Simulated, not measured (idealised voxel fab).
Process module heading - voxel ribs on slabs
Cross-section cut spans 150 nm and uses square cells 5 nm in size.
Each cross-section below is a grid of square cells, stated as bands in top-down order, with one or more rows of cells making up each band.
For a band, the entry starts with two heights in nm, that of the top and then that of the bottom, and carries on with the band's materials in order from left to right, each alongside its width in nm; the word "edge to edge" beside a single material means it fills the band edge to edge, and "empty" means empty space.
The reference from which all heights are counted is 0, the level beneath which the as-received wafer is entirely one material; the lowest band, having no lower bound, proceeds downward and is written after the example "0 down".
A width given as "30 to 40" starts at the first number in the band's top row and ends at the second number in its bottom row, shifting by an equal amount at every step from row to row.
"all unchanged" (step): cross-section cells unchanged, all of them.
The list in "Closed void catalog" covers empty spaces of 8 cells or more that cannot reach the top through any open way, and it gives each as width x height at distance; the distance is from the left edge, and width, height and distance are in nm.
Note: text after step settings on the step line = simulator remark on that step.
What "overlay nm" on a step's line means: if the step has a mask, that mask lay this far to the right of its planned place, or, when the value is negative, to the left.

**List of planned process steps**
- 1: op RECEIVE | material Si
- 2: op DIRECTIONAL_DEP | material SiO2 | thk nm 25
- 3: op DIRECTIONAL_DEP | material polySi | thk nm 25
- 4: op DIRECTIONAL_DEP | material aC | thk nm 10
- 5: op PATTERN | tone cover | mask id RIB | material resist | width nm 25 | thk nm 25 | overlay nm 0
- 6: op DIRECTIONAL_ETCH | etch materials aC | depth nm 10
- 7: op STRIP | etch materials resist
- 8: op DIRECTIONAL_ETCH | etch materials polySi | depth nm 10
- 9: op STRIP | etch materials aC
- 10: op MASKED_ETCH | tone cover | mask id SLAB | width nm 55 | etch materials polySi | depth nm 15 | overlay nm 0
- 11: op FILL_DEP | material SiO2 | thk nm 15
- 12: op CMP | height nm 60
- 13: op DIRECTIONAL_DEP | material W | thk nm 5
- 14: op DIRECTIONAL_DEP | material aC | thk nm 10
- 15: op PATTERN | tone cover | mask id HEATER | material resist | width nm 35 | thk nm 30 | overlay nm 0
- 16: op DIRECTIONAL_ETCH | etch materials aC | depth nm 10
- 17: op STRIP | etch materials resist
- 18: op DIRECTIONAL_ETCH | etch materials W | depth nm 5
- 19: op STRIP | etch materials aC
- 20: op CONFORMAL_DEP | material SiN | thk nm 5

**Shown in cross-section is the wafer as received, that is, as it stands after step 1**
    0 down | Si edge to edge
    Closed void catalog: none

**Final wafer profile in cross-section after the module, from the same start and plan as above, with one mistake made during processing**
    65 to 60 | empty 55 nm  W 35 nm  empty 60 nm
    60 to 50 | SiO2 edge to edge
    50 to 40 | SiO2 60 nm  polySi 25 nm  SiO2 65 nm
    40 to 25 | SiO2 45 nm  polySi 55 nm  SiO2 50 nm
    25 to 0 | SiO2 edge to edge
    0 down | Si edge to edge
    Closed void catalog: none
What broke from the plan during processing? the plan's step 20 was left out and never carried out
